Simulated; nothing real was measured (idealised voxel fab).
process module | voxel transistor to metal
cross-section cut | 300 nm wide | cells 5 nm
A cross-section is a grid of square cells, given in bands from the top down. A band is one or more rows of cells.
Each band's line starts with the height of the band's top and of its bottom, in nm. Then come its materials from left to right, each with its width in nm. One material with "throughout" fills the band from edge to edge. "air" is empty space.
Height 0 is the level under which the wafer as received is all one material. The lowest band goes on downwards, as in "0 down".
A width such as "30 to 40" changes by the same amount from each row of cells to the next, from the band's top row to its bottom row.
"no change" after a step means that no cell of the cross-section changed.
closed voids: empty space of 8 cells or more with no open way to the top, each as width x height at its distance from the left edge, in nm
after a step's settings: what the simulator itself notes on the step
overlay nm, on a step with a mask: how far to the right of its planned place the mask lay; to the left if negative
plan
1 op RECEIVE | material Si
2 op OXIDIZE | depth nm 5
3 op CONFORMAL_DEP | material SiN | thk nm 10
4 op DIRECTIONAL_DEP | material aC | thk nm 15
5 op PATTERN | tone cover | mask id ACTIVE | material resist | width nm 105 | pitch nm 135 | thk nm 35 | overlay nm 0
6 op DIRECTIONAL_ETCH | etch materials aC | depth nm 15
7 op STRIP | etch materials resist
8 op DIRECTIONAL_ETCH | etch materials SiN | depth nm 10
9 op DIRECTIONAL_ETCH | etch materials SiO2 | depth nm 5
10 op DIRECTIONAL_ETCH | etch materials Si | depth nm 30
11 op STRIP | etch materials aC
12 op FILL_DEP | material SiO2 | thk nm 15
13 op CMP | height nm 10
14 op SELECTIVE_ETCH | etch materials SiO2 | depth nm 10
15 op STRIP | etch materials SiN
16 op SELECTIVE_ETCH | etch materials SiO2 | depth nm 5
17 op OXIDIZE | depth nm 5
18 op DIRECTIONAL_DEP | material polySi | thk nm 25
19 op DIRECTIONAL_DEP | material SiCN | thk nm 15
20 op MASKED_ETCH | tone cover | mask id GATE | width nm 25 | pitch nm 135 | etch materials SiCN | depth nm 25 | overlay nm 0
21 op MASKED_ETCH | tone cover | mask id GATE | width nm 25 | pitch nm 135 | etch materials polySi | depth nm 35 | overlay nm 0
22 op CONFORMAL_DEP | material SiN | thk nm 5
23 op DIRECTIONAL_ETCH | etch materials SiN | depth nm 5
24 op DIRECTIONAL_ETCH | etch materials SiO2 | depth nm 5
25 op DIRECTIONAL_ETCH | etch materials Si | depth nm 15
26 op EPI | material SiGe | thk nm 15
27 op FILL_DEP | material SiO2 | thk nm 10
28 op CMP | height nm 20
29 op STRIP | etch materials polySi
30 op SELECTIVE_ETCH | etch materials SiO2 | depth nm 5
31 op CONFORMAL_DEP | material HfO2 | thk nm 5
32 op CONFORMAL_DEP | material TiN | thk nm 5
33 op FILL_DEP | material W | thk nm 5
34 op CMP | height nm 15
35 op DIRECTIONAL_DEP | material SiO2 | thk nm 10
36 op DIRECTIONAL_DEP | material aC | thk nm 10
37 op PATTERN | tone open | mask id CONTACT | material resist | width nm 15 | thk nm 25 | overlay nm 0
38 op DIRECTIONAL_ETCH | etch materials aC | depth nm 10
39 op STRIP | etch materials resist
40 op DIRECTIONAL_ETCH | etch materials SiO2 | depth nm 35
41 op STRIP | etch materials aC
42 op CONFORMAL_DEP | material TiN | thk nm 5
43 op FILL_DEP | material W | thk nm 10
44 op CMP | height nm 25
45 op CONFORMAL_DEP | material SiN | thk nm 5
46 op DIRECTIONAL_DEP | material lowk | thk nm 20
47 op MASKED_ETCH | tone open | mask id METAL_1 | width nm 15 | etch materials lowk | depth nm 20 | overlay nm 0
48 op MASKED_ETCH | tone open | mask id METAL_1 | width nm 15 | etch materials SiN | depth nm 5 | overlay nm 0
49 op CONFORMAL_DEP | material TiN | thk nm 5
50 op FILL_DEP | material W | thk nm 5
51 op CMP | height nm 50
52 op CONFORMAL_DEP | material SiCN | thk nm 5
53 op DIRECTIONAL_DEP | material lowk | thk nm 30
54 op PATTERN | tone open | mask id METAL_2 | material resist | width nm 15 | pitch nm 135 | thk nm 20 | overlay nm 0
55 op DIRECTIONAL_ETCH | etch materials lowk | depth nm 20
56 op STRIP | etch materials resist
57 op PATTERN | tone open | mask id METAL_2_HOLES | material resist | width nm 15 | pitch nm 135 | thk nm 20 | overlay nm 0
58 op DIRECTIONAL_ETCH | etch materials lowk | depth nm 10
59 op DIRECTIONAL_ETCH | etch materials SiCN | depth nm 5
60 op STRIP | etch materials resist
61 op CONFORMAL_DEP | material TiN | thk nm 5
62 op FILL_DEP | material Ru | thk nm 5
63 op CMP | height nm 85
64 op CONFORMAL_DEP | material SiCN | thk nm 5
first wafer, as planned
as received, after step 1
  0 down: Si throughout
  closed voids: none
after step 2
  0 to -5: SiO2 throughout
  below -5: unchanged
after step 3
  10 to 0: SiN throughout
  below 0: unchanged
after step 4
  25 to 10: aC throughout
  below 10: unchanged
after step 5
  60 to 25: air 30 | resist 105 | air 30 | resist 105 | air 30
  below 25: unchanged
after step 6
  45 to 25: air 30 | resist 105 | air 30 | resist 105 | air 30
  25 to 10: air 30 | aC 105 | air 30 | aC 105 | air 30
  below 10: unchanged
after step 7
  25 to 10: air 30 | aC 105 | air 30 | aC 105 | air 30
  below 10: unchanged
after step 8
  25 to 10: air 30 | aC 105 | air 30 | aC 105 | air 30
  10 to 0: air 30 | SiN 105 | air 30 | SiN 105 | air 30
  below 0: unchanged
after step 9
  25 to 10: air 30 | aC 105 | air 30 | aC 105 | air 30
  10 to 0: air 30 | SiN 105 | air 30 | SiN 105 | air 30
  0 to -5: air 30 | SiO2 105 | air 30 | SiO2 105 | air 30
  below -5: unchanged
after step 10
  25 to 10: air 30 | aC 105 | air 30 | aC 105 | air 30
  10 to 0: air 30 | SiN 105 | air 30 | SiN 105 | air 30
  0 to -5: air 30 | SiO2 105 | air 30 | SiO2 105 | air 30
  -5 to -35: air 30 | Si 105 | air 30 | Si 105 | air 30
  below -35: unchanged
after step 11
  10 to 0: air 30 | SiN 105 | air 30 | SiN 105 | air 30
  below 0: unchanged
after step 12
  25 to 10: SiO2 throughout
  10 to 0: SiO2 30 | SiN 105 | SiO2 30 | SiN 105 | SiO2 30
  0 to -5: SiO2 throughout
  -5 to -35: SiO2 30 | Si 105 | SiO2 30 | Si 105 | SiO2 30
  below -35: unchanged
after step 13
  10 to 0: SiO2 30 | SiN 105 | SiO2 30 | SiN 105 | SiO2 30
  below 0: unchanged
after step 14
  10 to 0: air 30 | SiN 105 | air 30 | SiN 105 | air 30
  below 0: unchanged
after step 15
  0 to -5: SiO2 throughout
  below -5: unchanged
after step 16
  -5 to -35: SiO2 30 | Si 105 | SiO2 30 | Si 105 | SiO2 30
  below -35: unchanged
after step 17
  -5 to -10: SiO2 throughout
  below -10: unchanged
after step 18
  20 to -5: polySi throughout
  below -5: unchanged
after step 19
  35 to 20: SiCN throughout
  below 20: unchanged
after step 20
  35 to 20: air 70 | SiCN 25 | air 110 | SiCN 25 | air 70
  below 20: unchanged
after step 21
  35 to 20: air 70 | SiCN 25 | air 110 | SiCN 25 | air 70
  20 to -5: air 70 | polySi 25 | air 110 | polySi 25 | air 70
  below -5: unchanged
after step 22
  40 to 35: air 65 | SiN 35 | air 100 | SiN 35 | air 65
  35 to 20: air 65 | SiN 5 | SiCN 25 | SiN 5 | air 100 | SiN 5 | SiCN 25 | SiN 5 | air 65
  20 to 0: air 65 | SiN 5 | polySi 25 | SiN 5 | air 100 | SiN 5 | polySi 25 | SiN 5 | air 65
  0 to -5: SiN 70 | polySi 25 | SiN 110 | polySi 25 | SiN 70
  below -5: unchanged
after step 23
  35 to 20: air 65 | SiN 5 | SiCN 25 | SiN 5 | air 100 | SiN 5 | SiCN 25 | SiN 5 | air 65
  20 to -5: air 65 | SiN 5 | polySi 25 | SiN 5 | air 100 | SiN 5 | polySi 25 | SiN 5 | air 65
  below -5: unchanged
after step 24
  35 to 20: air 65 | SiN 5 | SiCN 25 | SiN 5 | air 100 | SiN 5 | SiCN 25 | SiN 5 | air 65
  20 to -5: air 65 | SiN 5 | polySi 25 | SiN 5 | air 100 | SiN 5 | polySi 25 | SiN 5 | air 65
  -5 to -10: air 65 | SiO2 35 | air 100 | SiO2 35 | air 65
  below -10: unchanged
after step 25
  35 to 20: air 65 | SiN 5 | SiCN 25 | SiN 5 | air 100 | SiN 5 | SiCN 25 | SiN 5 | air 65
  20 to -5: air 65 | SiN 5 | polySi 25 | SiN 5 | air 100 | SiN 5 | polySi 25 | SiN 5 | air 65
  -5 to -10: air 65 | SiO2 35 | air 100 | SiO2 35 | air 65
  -10 to -25: SiO2 30 | air 35 | Si 35 | air 35 | SiO2 30 | air 35 | Si 35 | air 35 | SiO2 30
  below -25: unchanged
after step 26
  35 to 20: air 65 | SiN 5 | SiCN 25 | SiN 5 | air 100 | SiN 5 | SiCN 25 | SiN 5 | air 65
  20 to 5: air 65 | SiN 5 | polySi 25 | SiN 5 | air 100 | SiN 5 | polySi 25 | SiN 5 | air 65
  5 to -5: air 50 | SiGe 15 | SiN 5 | polySi 25 | SiN 5 | SiGe 15 | air 70 | SiGe 15 | SiN 5 | polySi 25 | SiN 5 | SiGe 15 | air 50
  -5 to -10: air 50 | SiGe 15 | SiO2 35 | SiGe 15 | air 70 | SiGe 15 | SiO2 35 | SiGe 15 | air 50
  -10 to -25: SiO2 30 | SiGe 35 | Si 35 | SiGe 35 | SiO2 30 | SiGe 35 | Si 35 | SiGe 35 | SiO2 30
  below -25: unchanged
after step 27
  45 to 35: SiO2 throughout
  35 to 20: SiO2 65 | SiN 5 | SiCN 25 | SiN 5 | SiO2 100 | SiN 5 | SiCN 25 | SiN 5 | SiO2 65
  20 to 5: SiO2 65 | SiN 5 | polySi 25 | SiN 5 | SiO2 100 | SiN 5 | polySi 25 | SiN 5 | SiO2 65
  5 to -5: SiO2 50 | SiGe 15 | SiN 5 | polySi 25 | SiN 5 | SiGe 15 | SiO2 70 | SiGe 15 | SiN 5 | polySi 25 | SiN 5 | SiGe 15 | SiO2 50
  -5 to -10: SiO2 50 | SiGe 15 | SiO2 35 | SiGe 15 | SiO2 70 | SiGe 15 | SiO2 35 | SiGe 15 | SiO2 50
  below -10: unchanged
after step 28
  20 to 5: SiO2 65 | SiN 5 | polySi 25 | SiN 5 | SiO2 100 | SiN 5 | polySi 25 | SiN 5 | SiO2 65
  below 5: unchanged
after step 29
  20 to 5: SiO2 65 | SiN 5 | air 25 | SiN 5 | SiO2 100 | SiN 5 | air 25 | SiN 5 | SiO2 65
  5 to -5: SiO2 50 | SiGe 15 | SiN 5 | air 25 | SiN 5 | SiGe 15 | SiO2 70 | SiGe 15 | SiN 5 | air 25 | SiN 5 | SiGe 15 | SiO2 50
  below -5: unchanged
after step 30
  20 to 15: air 65 | SiN 5 | air 25 | SiN 5 | air 100 | SiN 5 | air 25 | SiN 5 | air 65
  15 to 5: SiO2 65 | SiN 5 | air 25 | SiN 5 | SiO2 100 | SiN 5 | air 25 | SiN 5 | SiO2 65
  5 to -5: SiO2 50 | SiGe 15 | SiN 5 | air 25 | SiN 5 | SiGe 15 | SiO2 70 | SiGe 15 | SiN 5 | air 25 | SiN 5 | SiGe 15 | SiO2 50
  -5 to -10: SiO2 50 | SiGe 15 | air 35 | SiGe 15 | SiO2 70 | SiGe 15 | air 35 | SiGe 15 | SiO2 50
  below -10: unchanged
after step 31
  25 to 20: air 60 | HfO2 15 | air 15 | HfO2 15 | air 90 | HfO2 15 | air 15 | HfO2 15 | air 60
  20 to 15: HfO2 65 | SiN 5 | HfO2 5 | air 15 | HfO2 5 | SiN 5 | HfO2 100 | SiN 5 | HfO2 5 | air 15 | HfO2 5 | SiN 5 | HfO2 65
  15 to 5: SiO2 65 | SiN 5 | HfO2 5 | air 15 | HfO2 5 | SiN 5 | SiO2 100 | SiN 5 | HfO2 5 | air 15 | HfO2 5 | SiN 5 | SiO2 65
  5 to -5: SiO2 50 | SiGe 15 | SiN 5 | HfO2 5 | air 15 | HfO2 5 | SiN 5 | SiGe 15 | SiO2 70 | SiGe 15 | SiN 5 | HfO2 5 | air 15 | HfO2 5 | SiN 5 | SiGe 15 | SiO2 50
  -5 to -10: SiO2 50 | SiGe 15 | HfO2 35 | SiGe 15 | SiO2 70 | SiGe 15 | HfO2 35 | SiGe 15 | SiO2 50
  below -10: unchanged
after step 32
  30 to 25: air 55 | TiN 25 | air 5 | TiN 25 | air 80 | TiN 25 | air 5 | TiN 25 | air 55
  25 to 20: TiN 60 | HfO2 15 | TiN 5 | air 5 | TiN 5 | HfO2 15 | TiN 90 | HfO2 15 | TiN 5 | air 5 | TiN 5 | HfO2 15 | TiN 60
  20 to 15: HfO2 65 | SiN 5 | HfO2 5 | TiN 5 | air 5 | TiN 5 | HfO2 5 | SiN 5 | HfO2 100 | SiN 5 | HfO2 5 | TiN 5 | air 5 | TiN 5 | HfO2 5 | SiN 5 | HfO2 65
  15 to 5: SiO2 65 | SiN 5 | HfO2 5 | TiN 5 | air 5 | TiN 5 | HfO2 5 | SiN 5 | SiO2 100 | SiN 5 | HfO2 5 | TiN 5 | air 5 | TiN 5 | HfO2 5 | SiN 5 | SiO2 65
  5 to 0: SiO2 50 | SiGe 15 | SiN 5 | HfO2 5 | TiN 5 | air 5 | TiN 5 | HfO2 5 | SiN 5 | SiGe 15 | SiO2 70 | SiGe 15 | SiN 5 | HfO2 5 | TiN 5 | air 5 | TiN 5 | HfO2 5 | SiN 5 | SiGe 15 | SiO2 50
  0 to -5: SiO2 50 | SiGe 15 | SiN 5 | HfO2 5 | TiN 15 | HfO2 5 | SiN 5 | SiGe 15 | SiO2 70 | SiGe 15 | SiN 5 | HfO2 5 | TiN 15 | HfO2 5 | SiN 5 | SiGe 15 | SiO2 50
  below -5: unchanged
after step 33
  35 to 30: W throughout
  30 to 25: W 55 | TiN 25 | W 5 | TiN 25 | W 80 | TiN 25 | W 5 | TiN 25 | W 55
  25 to 20: TiN 60 | HfO2 15 | TiN 5 | W 5 | TiN 5 | HfO2 15 | TiN 90 | HfO2 15 | TiN 5 | W 5 | TiN 5 | HfO2 15 | TiN 60
  20 to 15: HfO2 65 | SiN 5 | HfO2 5 | TiN 5 | W 5 | TiN 5 | HfO2 5 | SiN 5 | HfO2 100 | SiN 5 | HfO2 5 | TiN 5 | W 5 | TiN 5 | HfO2 5 | SiN 5 | HfO2 65
  15 to 5: SiO2 65 | SiN 5 | HfO2 5 | TiN 5 | W 5 | TiN 5 | HfO2 5 | SiN 5 | SiO2 100 | SiN 5 | HfO2 5 | TiN 5 | W 5 | TiN 5 | HfO2 5 | SiN 5 | SiO2 65
  5 to 0: SiO2 50 | SiGe 15 | SiN 5 | HfO2 5 | TiN 5 | W 5 | TiN 5 | HfO2 5 | SiN 5 | SiGe 15 | SiO2 70 | SiGe 15 | SiN 5 | HfO2 5 | TiN 5 | W 5 | TiN 5 | HfO2 5 | SiN 5 | SiGe 15 | SiO2 50
  below 0: unchanged
after step 34
  15 to 5: SiO2 65 | SiN 5 | HfO2 5 | TiN 5 | W 5 | TiN 5 | HfO2 5 | SiN 5 | SiO2 100 | SiN 5 | HfO2 5 | TiN 5 | W 5 | TiN 5 | HfO2 5 | SiN 5 | SiO2 65
  below 5: unchanged
after step 35
  25 to 15: SiO2 throughout
  below 15: unchanged
after step 36
  35 to 25: aC throughout
  below 25: unchanged
after step 37
  60 to 35: resist 35 | air 15 | resist 65 | air 15 | resist 40 | air 15 | resist 65 | air 15 | resist 35
  below 35: unchanged
after step 38
  50 to 35: resist 35 | air 15 | resist 65 | air 15 | resist 40 | air 15 | resist 65 | air 15 | resist 35
  35 to 25: aC 35 | air 15 | aC 65 | air 15 | aC 40 | air 15 | aC 65 | air 15 | aC 35
  below 25: unchanged
after step 39
  35 to 25: aC 35 | air 15 | aC 65 | air 15 | aC 40 | air 15 | aC 65 | air 15 | aC 35
  below 25: unchanged
after step 40
  35 to 25: aC 35 | air 15 | aC 65 | air 15 | aC 40 | air 15 | aC 65 | air 15 | aC 35
  25 to 15: SiO2 35 | air 15 | SiO2 65 | air 15 | SiO2 40 | air 15 | SiO2 65 | air 15 | SiO2 35
  15 to 5: SiO2 35 | air 15 | SiO2 15 | SiN 5 | HfO2 5 | TiN 5 | W 5 | TiN 5 | HfO2 5 | SiN 5 | SiO2 15 | air 15 | SiO2 40 | air 15 | SiO2 15 | SiN 5 | HfO2 5 | TiN 5 | W 5 | TiN 5 | HfO2 5 | SiN 5 | SiO2 15 | air 15 | SiO2 35
  5 to 0: SiO2 35 | air 15 | SiGe 15 | SiN 5 | HfO2 5 | TiN 5 | W 5 | TiN 5 | HfO2 5 | SiN 5 | SiGe 15 | air 15 | SiO2 40 | air 15 | SiGe 15 | SiN 5 | HfO2 5 | TiN 5 | W 5 | TiN 5 | HfO2 5 | SiN 5 | SiGe 15 | air 15 | SiO2 35
  0 to -5: SiO2 35 | air 15 | SiGe 15 | SiN 5 | HfO2 5 | TiN 15 | HfO2 5 | SiN 5 | SiGe 15 | air 15 | SiO2 40 | air 15 | SiGe 15 | SiN 5 | HfO2 5 | TiN 15 | HfO2 5 | SiN 5 | SiGe 15 | air 15 | SiO2 35
  -5 to -10: SiO2 35 | air 15 | SiGe 15 | HfO2 35 | SiGe 15 | air 15 | SiO2 40 | air 15 | SiGe 15 | HfO2 35 | SiGe 15 | air 15 | SiO2 35
  below -10: unchanged
after step 41
  25 to 15: SiO2 35 | air 15 | SiO2 65 | air 15 | SiO2 40 | air 15 | SiO2 65 | air 15 | SiO2 35
  below 15: unchanged
after step 42
  30 to 25: TiN 40 | air 5 | TiN 75 | air 5 | TiN 50 | air 5 | TiN 75 | air 5 | TiN 40
  25 to 15: SiO2 35 | TiN 5 | air 5 | TiN 5 | SiO2 65 | TiN 5 | air 5 | TiN 5 | SiO2 40 | TiN 5 | air 5 | TiN 5 | SiO2 65 | TiN 5 | air 5 | TiN 5 | SiO2 35
  15 to 5: SiO2 35 | TiN 5 | air 5 | TiN 5 | SiO2 15 | SiN 5 | HfO2 5 | TiN 5 | W 5 | TiN 5 | HfO2 5 | SiN 5 | SiO2 15 | TiN 5 | air 5 | TiN 5 | SiO2 40 | TiN 5 | air 5 | TiN 5 | SiO2 15 | SiN 5 | HfO2 5 | TiN 5 | W 5 | TiN 5 | HfO2 5 | SiN 5 | SiO2 15 | TiN 5 | air 5 | TiN 5 | SiO2 35
  5 to 0: SiO2 35 | TiN 5 | air 5 | TiN 5 | SiGe 15 | SiN 5 | HfO2 5 | TiN 5 | W 5 | TiN 5 | HfO2 5 | SiN 5 | SiGe 15 | TiN 5 | air 5 | TiN 5 | SiO2 40 | TiN 5 | air 5 | TiN 5 | SiGe 15 | SiN 5 | HfO2 5 | TiN 5 | W 5 | TiN 5 | HfO2 5 | SiN 5 | SiGe 15 | TiN 5 | air 5 | TiN 5 | SiO2 35
  0 to -5: SiO2 35 | TiN 5 | air 5 | TiN 5 | SiGe 15 | SiN 5 | HfO2 5 | TiN 15 | HfO2 5 | SiN 5 | SiGe 15 | TiN 5 | air 5 | TiN 5 | SiO2 40 | TiN 5 | air 5 | TiN 5 | SiGe 15 | SiN 5 | HfO2 5 | TiN 15 | HfO2 5 | SiN 5 | SiGe 15 | TiN 5 | air 5 | TiN 5 | SiO2 35
  -5 to -10: SiO2 35 | TiN 15 | SiGe 15 | HfO2 35 | SiGe 15 | TiN 15 | SiO2 40 | TiN 15 | SiGe 15 | HfO2 35 | SiGe 15 | TiN 15 | SiO2 35
  below -10: unchanged
after step 43
  40 to 30: W throughout
  30 to 25: TiN 40 | W 5 | TiN 75 | W 5 | TiN 50 | W 5 | TiN 75 | W 5 | TiN 40
  25 to 15: SiO2 35 | TiN 5 | W 5 | TiN 5 | SiO2 65 | TiN 5 | W 5 | TiN 5 | SiO2 40 | TiN 5 | W 5 | TiN 5 | SiO2 65 | TiN 5 | W 5 | TiN 5 | SiO2 35
  15 to 5: SiO2 35 | TiN 5 | W 5 | TiN 5 | SiO2 15 | SiN 5 | HfO2 5 | TiN 5 | W 5 | TiN 5 | HfO2 5 | SiN 5 | SiO2 15 | TiN 5 | W 5 | TiN 5 | SiO2 40 | TiN 5 | W 5 | TiN 5 | SiO2 15 | SiN 5 | HfO2 5 | TiN 5 | W 5 | TiN 5 | HfO2 5 | SiN 5 | SiO2 15 | TiN 5 | W 5 | TiN 5 | SiO2 35
  5 to 0: SiO2 35 | TiN 5 | W 5 | TiN 5 | SiGe 15 | SiN 5 | HfO2 5 | TiN 5 | W 5 | TiN 5 | HfO2 5 | SiN 5 | SiGe 15 | TiN 5 | W 5 | TiN 5 | SiO2 40 | TiN 5 | W 5 | TiN 5 | SiGe 15 | SiN 5 | HfO2 5 | TiN 5 | W 5 | TiN 5 | HfO2 5 | SiN 5 | SiGe 15 | TiN 5 | W 5 | TiN 5 | SiO2 35
  0 to -5: SiO2 35 | TiN 5 | W 5 | TiN 5 | SiGe 15 | SiN 5 | HfO2 5 | TiN 15 | HfO2 5 | SiN 5 | SiGe 15 | TiN 5 | W 5 | TiN 5 | SiO2 40 | TiN 5 | W 5 | TiN 5 | SiGe 15 | SiN 5 | HfO2 5 | TiN 15 | HfO2 5 | SiN 5 | SiGe 15 | TiN 5 | W 5 | TiN 5 | SiO2 35
  below -5: unchanged
after step 44
  25 to 15: SiO2 35 | TiN 5 | W 5 | TiN 5 | SiO2 65 | TiN 5 | W 5 | TiN 5 | SiO2 40 | TiN 5 | W 5 | TiN 5 | SiO2 65 | TiN 5 | W 5 | TiN 5 | SiO2 35
  below 15: unchanged
after step 45
  30 to 25: SiN throughout
  below 25: unchanged
after step 46
  50 to 30: lowk throughout
  below 30: unchanged
after step 47
  50 to 30: lowk 35 | air 15 | lowk 65 | air 15 | lowk 40 | air 15 | lowk 65 | air 15 | lowk 35
  below 30: unchanged
after step 48
  50 to 30: lowk 35 | air 15 | lowk 65 | air 15 | lowk 40 | air 15 | lowk 65 | air 15 | lowk 35
  30 to 25: SiN 35 | air 15 | SiN 65 | air 15 | SiN 40 | air 15 | SiN 65 | air 15 | SiN 35
  below 25: unchanged
after step 49
  55 to 50: TiN 40 | air 5 | TiN 75 | air 5 | TiN 50 | air 5 | TiN 75 | air 5 | TiN 40
  50 to 30: lowk 35 | TiN 5 | air 5 | TiN 5 | lowk 65 | TiN 5 | air 5 | TiN 5 | lowk 40 | TiN 5 | air 5 | TiN 5 | lowk 65 | TiN 5 | air 5 | TiN 5 | lowk 35
  30 to 25: SiN 35 | TiN 15 | SiN 65 | TiN 15 | SiN 40 | TiN 15 | SiN 65 | TiN 15 | SiN 35
  below 25: unchanged
after step 50
  60 to 55: W throughout
  55 to 50: TiN 40 | W 5 | TiN 75 | W 5 | TiN 50 | W 5 | TiN 75 | W 5 | TiN 40
  50 to 30: lowk 35 | TiN 5 | W 5 | TiN 5 | lowk 65 | TiN 5 | W 5 | TiN 5 | lowk 40 | TiN 5 | W 5 | TiN 5 | lowk 65 | TiN 5 | W 5 | TiN 5 | lowk 35
  below 30: unchanged
after step 51
  50 to 30: lowk 35 | TiN 5 | W 5 | TiN 5 | lowk 65 | TiN 5 | W 5 | TiN 5 | lowk 40 | TiN 5 | W 5 | TiN 5 | lowk 65 | TiN 5 | W 5 | TiN 5 | lowk 35
  below 30: unchanged
after step 52
  55 to 50: SiCN throughout
  below 50: unchanged
after step 53
  85 to 55: lowk throughout
  below 55: unchanged
after step 54
  105 to 85: resist 35 | air 15 | resist 120 | air 15 | resist 115
  below 85: unchanged
after step 55
  105 to 85: resist 35 | air 15 | resist 120 | air 15 | resist 115
  85 to 65: lowk 35 | air 15 | lowk 120 | air 15 | lowk 115
  below 65: unchanged
after step 56
  85 to 65: lowk 35 | air 15 | lowk 120 | air 15 | lowk 115
  below 65: unchanged
after step 57
  105 to 85: resist 35 | air 15 | resist 120 | air 15 | resist 115
  below 85: unchanged
after step 58
  105 to 85: resist 35 | air 15 | resist 120 | air 15 | resist 115
  85 to 55: lowk 35 | air 15 | lowk 120 | air 15 | lowk 115
  below 55: unchanged
after step 59
  105 to 85: resist 35 | air 15 | resist 120 | air 15 | resist 115
  85 to 55: lowk 35 | air 15 | lowk 120 | air 15 | lowk 115
  55 to 50: SiCN 35 | air 15 | SiCN 120 | air 15 | SiCN 115
  below 50: unchanged
after step 60
  85 to 55: lowk 35 | air 15 | lowk 120 | air 15 | lowk 115
  below 55: unchanged
after step 61
  90 to 85: TiN 40 | air 5 | TiN 130 | air 5 | TiN 120
  85 to 55: lowk 35 | TiN 5 | air 5 | TiN 5 | lowk 120 | TiN 5 | air 5 | TiN 5 | lowk 115
  55 to 50: SiCN 35 | TiN 15 | SiCN 120 | TiN 15 | SiCN 115
  below 50: unchanged
after step 62
  95 to 90: Ru throughout
  90 to 85: TiN 40 | Ru 5 | TiN 130 | Ru 5 | TiN 120
  85 to 55: lowk 35 | TiN 5 | Ru 5 | TiN 5 | lowk 120 | TiN 5 | Ru 5 | TiN 5 | lowk 115
  below 55: unchanged
after step 63
  85 to 55: lowk 35 | TiN 5 | Ru 5 | TiN 5 | lowk 120 | TiN 5 | Ru 5 | TiN 5 | lowk 115
  below 55: unchanged
after step 64
  90 to 85: SiCN throughout
  below 85: unchanged
second wafer: like start, like plan, one mistake. Through step 46 it matches the first wafer
when step 47 should have ended
  50 to 30: lowk 45 | air 15 | lowk 65 | air 15 | lowk 40 | air 15 | lowk 65 | air 15 | lowk 25
  below 30: unchanged
when step 48 should have ended
  50 to 30: lowk 45 | air 15 | lowk 65 | air 15 | lowk 40 | air 15 | lowk 65 | air 15 | lowk 25
  30 to 25: SiN 45 | air 5 | SiN 75 | air 5 | SiN 50 | air 5 | SiN 75 | air 5 | SiN 35
  below 25: unchanged
when step 49 should have ended
  55 to 50: TiN 50 | air 5 | TiN 75 | air 5 | TiN 50 | air 5 | TiN 75 | air 5 | TiN 30
  50 to 35: lowk 45 | TiN 5 | air 5 | TiN 5 | lowk 65 | TiN 5 | air 5 | TiN 5 | lowk 40 | TiN 5 | air 5 | TiN 5 | lowk 65 | TiN 5 | air 5 | TiN 5 | lowk 25
  35 to 30: lowk 45 | TiN 15 | lowk 65 | TiN 15 | lowk 40 | TiN 15 | lowk 65 | TiN 15 | lowk 25
  30 to 25: SiN 45 | TiN 5 | SiN 75 | TiN 5 | SiN 50 | TiN 5 | SiN 75 | TiN 5 | SiN 35
  below 25: unchanged
when step 50 should have ended
  60 to 55: W throughout
  55 to 50: TiN 50 | W 5 | TiN 75 | W 5 | TiN 50 | W 5 | TiN 75 | W 5 | TiN 30
  50 to 35: lowk 45 | TiN 5 | W 5 | TiN 5 | lowk 65 | TiN 5 | W 5 | TiN 5 | lowk 40 | TiN 5 | W 5 | TiN 5 | lowk 65 | TiN 5 | W 5 | TiN 5 | lowk 25
  below 35: unchanged
when step 51 should have ended
  50 to 35: lowk 45 | TiN 5 | W 5 | TiN 5 | lowk 65 | TiN 5 | W 5 | TiN 5 | lowk 40 | TiN 5 | W 5 | TiN 5 | lowk 65 | TiN 5 | W 5 | TiN 5 | lowk 25
  below 35: unchanged
when step 52 should have ended
  55 to 50: SiCN throughout
  below 50: unchanged
when step 53 should have ended
  85 to 55: lowk throughout
  below 55: unchanged
when step 54 should have ended
  105 to 85: resist 35 | air 15 | resist 120 | air 15 | resist 115
  below 85: unchanged
when step 55 should have ended
  105 to 85: resist 35 | air 15 | resist 120 | air 15 | resist 115
  85 to 65: lowk 35 | air 15 | lowk 120 | air 15 | lowk 115
  below 65: unchanged
when step 56 should have ended
  85 to 65: lowk 35 | air 15 | lowk 120 | air 15 | lowk 115
  below 65: unchanged
when step 57 should have ended
  105 to 85: resist 35 | air 15 | resist 120 | air 15 | resist 115
  below 85: unchanged
when step 58 should have ended
  105 to 85: resist 35 | air 15 | resist 120 | air 15 | resist 115
  85 to 55: lowk 35 | air 15 | lowk 120 | air 15 | lowk 115
  below 55: unchanged
when step 59 should have ended
  105 to 85: resist 35 | air 15 | resist 120 | air 15 | resist 115
  85 to 55: lowk 35 | air 15 | lowk 120 | air 15 | lowk 115
  55 to 50: SiCN 35 | air 15 | SiCN 120 | air 15 | SiCN 115
  below 50: unchanged
when step 60 should have ended
  85 to 55: lowk 35 | air 15 | lowk 120 | air 15 | lowk 115
  below 55: unchanged
when step 61 should have ended
  90 to 85: TiN 40 | air 5 | TiN 130 | air 5 | TiN 120
  85 to 55: lowk 35 | TiN 5 | air 5 | TiN 5 | lowk 120 | TiN 5 | air 5 | TiN 5 | lowk 115
  55 to 50: SiCN 35 | TiN 15 | SiCN 120 | TiN 15 | SiCN 115
  below 50: unchanged
when step 62 should have ended
  95 to 90: Ru throughout
  90 to 85: TiN 40 | Ru 5 | TiN 130 | Ru 5 | TiN 120
  85 to 55: lowk 35 | TiN 5 | Ru 5 | TiN 5 | lowk 120 | TiN 5 | Ru 5 | TiN 5 | lowk 115
  below 55: unchanged
when step 63 should have ended
  85 to 55: lowk 35 | TiN 5 | Ru 5 | TiN 5 | lowk 120 | TiN 5 | Ru 5 | TiN 5 | lowk 115
  below 55: unchanged
when step 64 should have ended
  90 to 85: SiCN throughout
  below 85: unchanged
what went wrong: step 47 ran as: op MASKED_ETCH | tone open | mask id METAL_1 | width nm 15 | etch materials lowk | depth nm 20 | overlay nm 10
at the end the second wafer has, in cells: 8 more of SiN | 4 fewer of TiN | 4 fewer of W
